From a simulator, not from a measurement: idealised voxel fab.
Documented hereafter: the process module known as voxel double patterning.
FYI the section here is cut, 270 nm wide, cells are 5 nm squares.
The cross-sections in this document take the form of a grid made of square cells. They are written out as bands, in order from top to bottom. Each band consists of one or more rows of cells. Top, bottom (nm), then materials left to right with widths (nm); lone material tagged "everywhere" fills the whole band edge to edge; "empty" = empty space. For the purposes of this specification, 0 denotes the height below which the wafer in its as-received condition is composed wholly of one material, and the lowermost band, lacking a lower limit, extends downward without end, as expressed in "top 0, no bottom". You'd read "30..40" like this: the band's top row of cells is as wide as the first number, its bottom row is as wide as the second, and going down, every row changes width by the same amount as the row before did. A step reported as "no change" is a step in which no cell of the cross-section changed. Entry "Entrapped voids" = empty spaces >= 8 cells with no open way to the top; each as width x height at distance, distance from left edge, all nm. Where a step's line continues beyond its settings, the continuation is a remark by the simulator itself on that step. "overlay nm" denotes, for a step that has a mask, the displacement of the mask to the right of its planned place, with negative values corresponding to the left.
### The following list gives the planned process steps
1: RECEIVE, material Si
2: CONFORMAL_DEP, material SiO2, thk nm 10
3: DIRECTIONAL_DEP, material TiN, thk nm 20
4: DIRECTIONAL_DEP, material SiN, thk nm 5
5: DIRECTIONAL_DEP, material aC, thk nm 10
6: PATTERN, tone open, mask id FIRST, material resist, width nm 15, pitch nm 50, thk nm 30, overlay nm 0
7: DIRECTIONAL_ETCH, etch materials aC, depth nm 10
8: STRIP, etch materials resist
9: DIRECTIONAL_ETCH, etch materials SiN, depth nm 5
10: STRIP, etch materials aC
11: DIRECTIONAL_DEP, material aC, thk nm 10
12: PATTERN, tone open, mask id SECOND, material resist, width nm 15, pitch nm 50, thk nm 30, overlay nm 0
13: DIRECTIONAL_ETCH, etch materials aC, depth nm 10
14: STRIP, etch materials resist
15: DIRECTIONAL_ETCH, etch materials SiN, depth nm 5
16: STRIP, etch materials aC
17: DIRECTIONAL_ETCH, etch materials TiN, depth nm 20
18: STRIP, etch materials SiN
### Run as planned: first of two wafers
### Incoming wafer, cross-sectional view, post step 1
  top 0, no bottom  Si everywhere
  Entrapped voids: none
### The wafer, seen in cross-section, after step 2
  top 10, bottom 0  SiO2 everywhere
  Whatever lies below 0 is exactly as it was before.
### The wafer, seen in cross-section, after step 3
  top 30, bottom 10  TiN everywhere
  Whatever lies below 10 is exactly as it was before.
### The wafer, seen in cross-section, after step 4
  top 35, bottom 30  SiN everywhere
  Whatever lies below 30 is exactly as it was before.
### The wafer, seen in cross-section, after step 5
  top 45, bottom 35  aC everywhere
  Whatever lies below 35 is exactly as it was before.
### The wafer, seen in cross-section, after step 6
  top 75, bottom 45  75 of resist, 15 of empty, 35 of resist, 15 of empty, 35 of resist, 15 of empty, 80 of resist
  Whatever lies below 45 is exactly as it was before.
### The wafer, seen in cross-section, after step 7
  top 65, bottom 45  75 of resist, 15 of empty, 35 of resist, 15 of empty, 35 of resist, 15 of empty, 80 of resist
  top 45, bottom 35  75 of aC, 15 of empty, 35 of aC, 15 of empty, 35 of aC, 15 of empty, 80 of aC
  Whatever lies below 35 is exactly as it was before.
### The wafer, seen in cross-section, after step 8
  top 45, bottom 35  75 of aC, 15 of empty, 35 of aC, 15 of empty, 35 of aC, 15 of empty, 80 of aC
  Whatever lies below 35 is exactly as it was before.
### The wafer, seen in cross-section, after step 9
  top 45, bottom 35  75 of aC, 15 of empty, 35 of aC, 15 of empty, 35 of aC, 15 of empty, 80 of aC
  top 35, bottom 30  75 of SiN, 15 of empty, 35 of SiN, 15 of empty, 35 of SiN, 15 of empty, 80 of SiN
  Whatever lies below 30 is exactly as it was before.
### The wafer, seen in cross-section, after step 10
  top 35, bottom 30  75 of SiN, 15 of empty, 35 of SiN, 15 of empty, 35 of SiN, 15 of empty, 80 of SiN
  Whatever lies below 30 is exactly as it was before.
### The wafer, seen in cross-section, after step 11
  top 45, bottom 40  75 of aC, 15 of empty, 35 of aC, 15 of empty, 35 of aC, 15 of empty, 80 of aC
  top 40, bottom 35  aC everywhere
  top 35, bottom 30  75 of SiN, 15 of aC, 35 of SiN, 15 of aC, 35 of SiN, 15 of aC, 80 of SiN
  Whatever lies below 30 is exactly as it was before.
### The wafer, seen in cross-section, after step 12
  top 75, bottom 45  100 of resist, 15 of empty, 35 of resist, 15 of empty, 105 of resist
  top 45, bottom 40  75 of aC, 15 of resist, 35 of aC, 15 of resist, 35 of aC, 15 of resist, 80 of aC
  Whatever lies below 40 is exactly as it was before.
### The wafer, seen in cross-section, after step 13
  top 65, bottom 45  100 of resist, 15 of empty, 35 of resist, 15 of empty, 105 of resist
  top 45, bottom 40  75 of aC, 15 of resist, 10 of aC, 15 of empty, 10 of aC, 15 of resist, 10 of aC, 15 of empty, 10 of aC, 15 of resist, 80 of aC
  top 40, bottom 35  100 of aC, 15 of empty, 35 of aC, 15 of empty, 105 of aC
  Whatever lies below 35 is exactly as it was before.
### The wafer, seen in cross-section, after step 14
  top 45, bottom 40  75 of aC, 15 of empty, 10 of aC, 15 of empty, 10 of aC, 15 of empty, 10 of aC, 15 of empty, 10 of aC, 15 of empty, 80 of aC
  Whatever lies below 40 is exactly as it was before.
### The wafer, seen in cross-section, after step 15
  top 45, bottom 40  75 of aC, 15 of empty, 10 of aC, 15 of empty, 10 of aC, 15 of empty, 10 of aC, 15 of empty, 10 of aC, 15 of empty, 80 of aC
  top 40, bottom 35  100 of aC, 15 of empty, 35 of aC, 15 of empty, 105 of aC
  top 35, bottom 30  75 of SiN, 15 of aC, 10 of SiN, 15 of empty, 10 of SiN, 15 of aC, 10 of SiN, 15 of empty, 10 of SiN, 15 of aC, 80 of SiN
  Whatever lies below 30 is exactly as it was before.
### The wafer, seen in cross-section, after step 16
  top 35, bottom 30  75 of SiN, 15 of empty, 10 of SiN, 15 of empty, 10 of SiN, 15 of empty, 10 of SiN, 15 of empty, 10 of SiN, 15 of empty, 80 of SiN
  Whatever lies below 30 is exactly as it was before.
### The wafer, seen in cross-section, after step 17
  top 35, bottom 30  75 of SiN, 15 of empty, 10 of SiN, 15 of empty, 10 of SiN, 15 of empty, 10 of SiN, 15 of empty, 10 of SiN, 15 of empty, 80 of SiN
  top 30, bottom 10  75 of TiN, 15 of empty, 10 of TiN, 15 of empty, 10 of TiN, 15 of empty, 10 of TiN, 15 of empty, 10 of TiN, 15 of empty, 80 of TiN
  Whatever lies below 10 is exactly as it was before.
### The wafer, seen in cross-section, after step 18
  top 30, bottom 10  75 of TiN, 15 of empty, 10 of TiN, 15 of empty, 10 of TiN, 15 of empty, 10 of TiN, 15 of empty, 10 of TiN, 15 of empty, 80 of TiN
  Whatever lies below 10 is exactly as it was before.
### Here the second wafer is described. Its start and its plan were those of the first wafer. Its run contained one mistake. Up to and including step 3, it did exactly what the first wafer did
### Look at the second wafer in cross-section at the time step 4 ought to have finished
  top 35, bottom 30  SiO2 everywhere
  Whatever lies below 30 is exactly as it was before.
### Look at the second wafer in cross-section at the time step 5 ought to have finished
  top 45, bottom 35  aC everywhere
  Whatever lies below 35 is exactly as it was before.
### Look at the second wafer in cross-section at the time step 6 ought to have finished
  top 75, bottom 45  75 of resist, 15 of empty, 35 of resist, 15 of empty, 35 of resist, 15 of empty, 80 of resist
  Whatever lies below 45 is exactly as it was before.
### Look at the second wafer in cross-section at the time step 7 ought to have finished
  top 65, bottom 45  75 of resist, 15 of empty, 35 of resist, 15 of empty, 35 of resist, 15 of empty, 80 of resist
  top 45, bottom 35  75 of aC, 15 of empty, 35 of aC, 15 of empty, 35 of aC, 15 of empty, 80 of aC
  Whatever lies below 35 is exactly as it was before.
### Look at the second wafer in cross-section at the time step 8 ought to have finished
  top 45, bottom 35  75 of aC, 15 of empty, 35 of aC, 15 of empty, 35 of aC, 15 of empty, 80 of aC
  Whatever lies below 35 is exactly as it was before.
Look at the second wafer in cross-section at the time step 9 ought to have finished: no change
### Look at the second wafer in cross-section at the time step 10 ought to have finished
  top 35, bottom 30  SiO2 everywhere
  Whatever lies below 30 is exactly as it was before.
### Look at the second wafer in cross-section at the time step 11 ought to have finished
  top 45, bottom 35  aC everywhere
  Whatever lies below 35 is exactly as it was before.
### Look at the second wafer in cross-section at the time step 12 ought to have finished
  top 75, bottom 45  100 of resist, 15 of empty, 35 of resist, 15 of empty, 105 of resist
  Whatever lies below 45 is exactly as it was before.
### Look at the second wafer in cross-section at the time step 13 ought to have finished
  top 65, bottom 45  100 of resist, 15 of empty, 35 of resist, 15 of empty, 105 of resist
  top 45, bottom 35  100 of aC, 15 of empty, 35 of aC, 15 of empty, 105 of aC
  Whatever lies below 35 is exactly as it was before.
### Look at the second wafer in cross-section at the time step 14 ought to have finished
  top 45, bottom 35  100 of aC, 15 of empty, 35 of aC, 15 of empty, 105 of aC
  Whatever lies below 35 is exactly as it was before.
Look at the second wafer in cross-section at the time step 15 ought to have finished: no change
### Look at the second wafer in cross-section at the time step 16 ought to have finished
  top 35, bottom 30  SiO2 everywhere
  Whatever lies below 30 is exactly as it was before.
Look at the second wafer in cross-section at the time step 17 ought to have finished: no change
Look at the second wafer in cross-section at the time step 18 ought to have finished: no change
Against the plan, the run slipped here: step 4 deviated from plan and actually ran as DIRECTIONAL_DEP, material SiO2, thk nm 5
at the end the second wafer has, in cells: +54 SiO2 | +60 TiN
